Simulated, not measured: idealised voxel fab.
Title: Process Module voxel wiring stack
Section shown: cut. Width: 285 nm. Cell size: 5 nm, square.
Notation: cross-section as square-cell grid; stated in bands, top first, going down; one or more cell rows per band. The band entry comprises the height of the band's top followed by the height of its bottom, expressed in nm, and subsequently the band's materials from left to right, each stated together with its width in nm. Where a single material is marked with the word "full width", that material fills the band from edge to edge. The word "blank" represents empty space. Basically, 0 is our baseline, since under it the wafer straight out of the box is all one material. The bottom band has no lower end and keeps on going down, so it looks like "z 0 and below". With a width like "30..40", each row of cells in the band differs from the next by the same amount, the top row carrying the first number and the bottom row the second. "identical to before" -> step changed no cross-section cell. Enclosed voids (no open way to top), threshold 8 cells or more, entry "Closed void table", notation width x height at distance, distance from left edge, nm. The remark found on a step's line after its settings is issued by the simulator itself and pertains to that step. Regarding "overlay nm": on a step with a mask, it is the distance the mask lay to the right of its planned place; a negative value places it to the left.
## Steps planned for the process
1: RECEIVE [material Si]
2: CONFORMAL_DEP [material SiO2] [thk nm 15]
3: DIRECTIONAL_DEP [material TiN] [thk nm 5]
4: DIRECTIONAL_DEP [material Ru] [thk nm 15]
5: MASKED_ETCH [tone cover] [mask id METAL_1] [width nm 20] [pitch nm 40] [etch materials Ru] [depth nm 15] [overlay nm 0]
6: MASKED_ETCH [tone cover] [mask id METAL_1] [width nm 20] [pitch nm 40] [etch materials TiN] [depth nm 5] [overlay nm 0]
7: CONFORMAL_DEP [material SiN] [thk nm 5]
8: FILL_DEP [material SiO2] [thk nm 5]
9: CMP [height nm 35]
10: CONFORMAL_DEP [material SiCN] [thk nm 5]
11: DIRECTIONAL_DEP [material SiO2] [thk nm 30]
12: MASKED_ETCH [tone open] [mask id METAL_2] [width nm 20] [pitch nm 40] [etch materials SiO2] [depth nm 20] [overlay nm 0]
13: MASKED_ETCH [tone open] [mask id METAL_2_HOLES] [width nm 15] [pitch nm 40] [etch materials SiO2] [depth nm 10] [overlay nm 0]
14: MASKED_ETCH [tone open] [mask id METAL_2_HOLES] [width nm 15] [pitch nm 40] [etch materials SiCN] [depth nm 5] [overlay nm 0]
15: CONFORMAL_DEP [material TiN] [thk nm 5]
16: FILL_DEP [material Ru] [thk nm 10]
17: CMP [height nm 70]
18: CONFORMAL_DEP [material SiCN] [thk nm 5]
## Account of the first of two wafers, which was processed as intended
## Cross-section of the wafer at receipt, which is the condition after step 1
- z 0 and below  Si full width
- Closed void table: none
## Upon completion of step 2, the wafer appears in cross-section as shown
- z 15 to 0  SiO2 full width
- Anything lower than 0 is untouched.
## Upon completion of step 3, the wafer appears in cross-section as shown
- z 20 to 15  TiN full width
- Anything lower than 15 is untouched.
## Upon completion of step 4, the wafer appears in cross-section as shown
- z 35 to 20  Ru full width
- Anything lower than 20 is untouched.
## Upon completion of step 5, the wafer appears in cross-section as shown
- z 35 to 20  70 of blank, then 20 of Ru, then 20 of blank, then 20 of Ru, then 20 of blank, then 20 of Ru, then 20 of blank, then 20 of Ru, then 75 of blank
- Anything lower than 20 is untouched.
## Upon completion of step 6, the wafer appears in cross-section as shown
- z 35 to 20  70 of blank, then 20 of Ru, then 20 of blank, then 20 of Ru, then 20 of blank, then 20 of Ru, then 20 of blank, then 20 of Ru, then 75 of blank
- z 20 to 15  70 of blank, then 20 of TiN, then 20 of blank, then 20 of TiN, then 20 of blank, then 20 of TiN, then 20 of blank, then 20 of TiN, then 75 of blank
- Anything lower than 15 is untouched.
## Upon completion of step 7, the wafer appears in cross-section as shown
- z 40 to 35  65 of blank, then 30 of SiN, then 10 of blank, then 30 of SiN, then 10 of blank, then 30 of SiN, then 10 of blank, then 30 of SiN, then 70 of blank
- z 35 to 20  65 of blank, then 5 of SiN, then 20 of Ru, then 5 of SiN, then 10 of blank, then 5 of SiN, then 20 of Ru, then 5 of SiN, then 10 of blank, then 5 of SiN, then 20 of Ru, then 5 of SiN, then 10 of blank, then 5 of SiN, then 20 of Ru, then 5 of SiN, then 70 of blank
- z 20 to 15  70 of SiN, then 20 of TiN, then 20 of SiN, then 20 of TiN, then 20 of SiN, then 20 of TiN, then 20 of SiN, then 20 of TiN, then 75 of SiN
- Anything lower than 15 is untouched.
## Upon completion of step 8, the wafer appears in cross-section as shown
- z 45 to 40  SiO2 full width
- z 40 to 35  65 of SiO2, then 30 of SiN, then 10 of SiO2, then 30 of SiN, then 10 of SiO2, then 30 of SiN, then 10 of SiO2, then 30 of SiN, then 70 of SiO2
- z 35 to 20  65 of SiO2, then 5 of SiN, then 20 of Ru, then 5 of SiN, then 10 of SiO2, then 5 of SiN, then 20 of Ru, then 5 of SiN, then 10 of SiO2, then 5 of SiN, then 20 of Ru, then 5 of SiN, then 10 of SiO2, then 5 of SiN, then 20 of Ru, then 5 of SiN, then 70 of SiO2
- Anything lower than 20 is untouched.
## Upon completion of step 9, the wafer appears in cross-section as shown
- z 35 to 20  65 of SiO2, then 5 of SiN, then 20 of Ru, then 5 of SiN, then 10 of SiO2, then 5 of SiN, then 20 of Ru, then 5 of SiN, then 10 of SiO2, then 5 of SiN, then 20 of Ru, then 5 of SiN, then 10 of SiO2, then 5 of SiN, then 20 of Ru, then 5 of SiN, then 70 of SiO2
- Anything lower than 20 is untouched.
## Upon completion of step 10, the wafer appears in cross-section as shown
- z 40 to 35  SiCN full width
- Anything lower than 35 is untouched.
## Upon completion of step 11, the wafer appears in cross-section as shown
- z 70 to 40  SiO2 full width
- Anything lower than 40 is untouched.
## Upon completion of step 12, the wafer appears in cross-section as shown
- z 70 to 50  70 of SiO2, then 20 of blank, then 20 of SiO2, then 20 of blank, then 20 of SiO2, then 20 of blank, then 20 of SiO2, then 20 of blank, then 75 of SiO2
- Anything lower than 50 is untouched.
## Upon completion of step 13, the wafer appears in cross-section as shown
- z 70 to 50  70 of SiO2, then 20 of blank, then 20 of SiO2, then 20 of blank, then 20 of SiO2, then 20 of blank, then 20 of SiO2, then 20 of blank, then 75 of SiO2
- z 50 to 40  70 of SiO2, then 15 of blank, then 25 of SiO2, then 15 of blank, then 25 of SiO2, then 15 of blank, then 25 of SiO2, then 15 of blank, then 80 of SiO2
- Anything lower than 40 is untouched.
## Upon completion of step 14, the wafer appears in cross-section as shown
- z 70 to 50  70 of SiO2, then 20 of blank, then 20 of SiO2, then 20 of blank, then 20 of SiO2, then 20 of blank, then 20 of SiO2, then 20 of blank, then 75 of SiO2
- z 50 to 40  70 of SiO2, then 15 of blank, then 25 of SiO2, then 15 of blank, then 25 of SiO2, then 15 of blank, then 25 of SiO2, then 15 of blank, then 80 of SiO2
- z 40 to 35  70 of SiCN, then 15 of blank, then 25 of SiCN, then 15 of blank, then 25 of SiCN, then 15 of blank, then 25 of SiCN, then 15 of blank, then 80 of SiCN
- Anything lower than 35 is untouched.
## Upon completion of step 15, the wafer appears in cross-section as shown
- z 75 to 70  75 of TiN, then 10 of blank, then 30 of TiN, then 10 of blank, then 30 of TiN, then 10 of blank, then 30 of TiN, then 10 of blank, then 80 of TiN
- z 70 to 55  70 of SiO2, then 5 of TiN, then 10 of blank, then 5 of TiN, then 20 of SiO2, then 5 of TiN, then 10 of blank, then 5 of TiN, then 20 of SiO2, then 5 of TiN, then 10 of blank, then 5 of TiN, then 20 of SiO2, then 5 of TiN, then 10 of blank, then 5 of TiN, then 75 of SiO2
- z 55 to 50  70 of SiO2, then 5 of TiN, then 5 of blank, then 10 of TiN, then 20 of SiO2, then 5 of TiN, then 5 of blank, then 10 of TiN, then 20 of SiO2, then 5 of TiN, then 5 of blank, then 10 of TiN, then 20 of SiO2, then 5 of TiN, then 5 of blank, then 10 of TiN, then 75 of SiO2
- z 50 to 40  70 of SiO2, then 5 of TiN, then 5 of blank, then 5 of TiN, then 25 of SiO2, then 5 of TiN, then 5 of blank, then 5 of TiN, then 25 of SiO2, then 5 of TiN, then 5 of blank, then 5 of TiN, then 25 of SiO2, then 5 of TiN, then 5 of blank, then 5 of TiN, then 80 of SiO2
- z 40 to 35  70 of SiCN, then 15 of TiN, then 25 of SiCN, then 15 of TiN, then 25 of SiCN, then 15 of TiN, then 25 of SiCN, then 15 of TiN, then 80 of SiCN
- Anything lower than 35 is untouched.
## Upon completion of step 16, the wafer appears in cross-section as shown
- z 85 to 75  Ru full width
- z 75 to 70  75 of TiN, then 10 of Ru, then 30 of TiN, then 10 of Ru, then 30 of TiN, then 10 of Ru, then 30 of TiN, then 10 of Ru, then 80 of TiN
- z 70 to 55  70 of SiO2, then 5 of TiN, then 10 of Ru, then 5 of TiN, then 20 of SiO2, then 5 of TiN, then 10 of Ru, then 5 of TiN, then 20 of SiO2, then 5 of TiN, then 10 of Ru, then 5 of TiN, then 20 of SiO2, then 5 of TiN, then 10 of Ru, then 5 of TiN, then 75 of SiO2
- z 55 to 50  70 of SiO2, then 5 of TiN, then 5 of Ru, then 10 of TiN, then 20 of SiO2, then 5 of TiN, then 5 of Ru, then 10 of TiN, then 20 of SiO2, then 5 of TiN, then 5 of Ru, then 10 of TiN, then 20 of SiO2, then 5 of TiN, then 5 of Ru, then 10 of TiN, then 75 of SiO2
- z 50 to 40  70 of SiO2, then 5 of TiN, then 5 of Ru, then 5 of TiN, then 25 of SiO2, then 5 of TiN, then 5 of Ru, then 5 of TiN, then 25 of SiO2, then 5 of TiN, then 5 of Ru, then 5 of TiN, then 25 of SiO2, then 5 of TiN, then 5 of Ru, then 5 of TiN, then 80 of SiO2
- Anything lower than 40 is untouched.
## Upon completion of step 17, the wafer appears in cross-section as shown
- z 70 to 55  70 of SiO2, then 5 of TiN, then 10 of Ru, then 5 of TiN, then 20 of SiO2, then 5 of TiN, then 10 of Ru, then 5 of TiN, then 20 of SiO2, then 5 of TiN, then 10 of Ru, then 5 of TiN, then 20 of SiO2, then 5 of TiN, then 10 of Ru, then 5 of TiN, then 75 of SiO2
- Anything lower than 55 is untouched.
## Upon completion of step 18, the wafer appears in cross-section as shown
- z 75 to 70  SiCN full width
- Anything lower than 70 is untouched.
## Wafer two. Same start, same plan, one slip in execution. Same as wafer one through step 11, inclusive
## Cross-section: second wafer, time at which step 12 was scheduled to end
- z 70 to 50  80 of SiO2, then 20 of blank, then 20 of SiO2, then 20 of blank, then 20 of SiO2, then 20 of blank, then 20 of SiO2, then 20 of blank, then 65 of SiO2
- Anything lower than 50 is untouched.
## Cross-section: second wafer, time at which step 13 was scheduled to end
- z 70 to 60  70 of SiO2, then 30 of blank, then 10 of SiO2, then 30 of blank, then 10 of SiO2, then 30 of blank, then 10 of SiO2, then 30 of blank, then 65 of SiO2
- z 60 to 50  80 of SiO2, then 20 of blank, then 20 of SiO2, then 20 of blank, then 20 of SiO2, then 20 of blank, then 20 of SiO2, then 20 of blank, then 65 of SiO2
- z 50 to 40  80 of SiO2, then 5 of blank, then 35 of SiO2, then 5 of blank, then 35 of SiO2, then 5 of blank, then 35 of SiO2, then 5 of blank, then 80 of SiO2
- Anything lower than 40 is untouched.
## Cross-section: second wafer, time at which step 14 was scheduled to end
- z 70 to 60  70 of SiO2, then 30 of blank, then 10 of SiO2, then 30 of blank, then 10 of SiO2, then 30 of blank, then 10 of SiO2, then 30 of blank, then 65 of SiO2
- z 60 to 50  80 of SiO2, then 20 of blank, then 20 of SiO2, then 20 of blank, then 20 of SiO2, then 20 of blank, then 20 of SiO2, then 20 of blank, then 65 of SiO2
- z 50 to 40  80 of SiO2, then 5 of blank, then 35 of SiO2, then 5 of blank, then 35 of SiO2, then 5 of blank, then 35 of SiO2, then 5 of blank, then 80 of SiO2
- z 40 to 35  80 of SiCN, then 5 of blank, then 35 of SiCN, then 5 of blank, then 35 of SiCN, then 5 of blank, then 35 of SiCN, then 5 of blank, then 80 of SiCN
- Anything lower than 35 is untouched.
## Cross-section: second wafer, time at which step 15 was scheduled to end
- z 75 to 70  75 of TiN, then 20 of blank, then 20 of TiN, then 20 of blank, then 20 of TiN, then 20 of blank, then 20 of TiN, then 20 of blank, then 70 of TiN
- z 70 to 60  70 of SiO2, then 5..15 of TiN, then 20..10 of blank, then 5 of TiN, then 10 of SiO2, then 5..15 of TiN, then 20..10 of blank, then 5 of TiN, then 10 of SiO2, then 5..15 of TiN, then 20..10 of blank, then 5 of TiN, then 10 of SiO2, then 5..15 of TiN, then 20..10 of blank, then 5 of TiN, then 65 of SiO2
- z 60 to 55  80 of SiO2, then 5 of TiN, then 10 of blank, then 5 of TiN, then 20 of SiO2, then 5 of TiN, then 10 of blank, then 5 of TiN, then 20 of SiO2, then 5 of TiN, then 10 of blank, then 5 of TiN, then 20 of SiO2, then 5 of TiN, then 10 of blank, then 5 of TiN, then 65 of SiO2
- z 55 to 50  80 of SiO2, then 20 of TiN, then 20 of SiO2, then 20 of TiN, then 20 of SiO2, then 20 of TiN, then 20 of SiO2, then 20 of TiN, then 65 of SiO2
- z 50 to 40  80 of SiO2, then 5 of TiN, then 35 of SiO2, then 5 of TiN, then 35 of SiO2, then 5 of TiN, then 35 of SiO2, then 5 of TiN, then 80 of SiO2
- z 40 to 35  80 of SiCN, then 5 of TiN, then 35 of SiCN, then 5 of TiN, then 35 of SiCN, then 5 of TiN, then 35 of SiCN, then 5 of TiN, then 80 of SiCN
- Anything lower than 35 is untouched.
## Cross-section: second wafer, time at which step 16 was scheduled to end
- z 85 to 75  Ru full width
- z 75 to 70  75 of TiN, then 20 of Ru, then 20 of TiN, then 20 of Ru, then 20 of TiN, then 20 of Ru, then 20 of TiN, then 20 of Ru, then 70 of TiN
- z 70 to 60  70 of SiO2, then 5..15 of TiN, then 20..10 of Ru, then 5 of TiN, then 10 of SiO2, then 5..15 of TiN, then 20..10 of Ru, then 5 of TiN, then 10 of SiO2, then 5..15 of TiN, then 20..10 of Ru, then 5 of TiN, then 10 of SiO2, then 5..15 of TiN, then 20..10 of Ru, then 5 of TiN, then 65 of SiO2
- z 60 to 55  80 of SiO2, then 5 of TiN, then 10 of Ru, then 5 of TiN, then 20 of SiO2, then 5 of TiN, then 10 of Ru, then 5 of TiN, then 20 of SiO2, then 5 of TiN, then 10 of Ru, then 5 of TiN, then 20 of SiO2, then 5 of TiN, then 10 of Ru, then 5 of TiN, then 65 of SiO2
- Anything lower than 55 is untouched.
## Cross-section: second wafer, time at which step 17 was scheduled to end
- z 70 to 60  70 of SiO2, then 5..15 of TiN, then 20..10 of Ru, then 5 of TiN, then 10 of SiO2, then 5..15 of TiN, then 20..10 of Ru, then 5 of TiN, then 10 of SiO2, then 5..15 of TiN, then 20..10 of Ru, then 5 of TiN, then 10 of SiO2, then 5..15 of TiN, then 20..10 of Ru, then 5 of TiN, then 65 of SiO2
- Anything lower than 60 is untouched.
## Cross-section: second wafer, time at which step 18 was scheduled to end
- z 75 to 70  SiCN full width
- Anything lower than 70 is untouched.
Here's what went sideways: step 12 went in with a setting other than planned; the actual run was MASKED_ETCH [tone open] [mask id METAL_2] [width nm 20] [pitch nm 40] [etch materials SiO2] [depth nm 20] [overlay nm 10]
End check, counted in cells, second wafer has more or fewer of these materials than the first: Ru: 4 fewer; SiCN: 8 more; TiN: 4 fewer
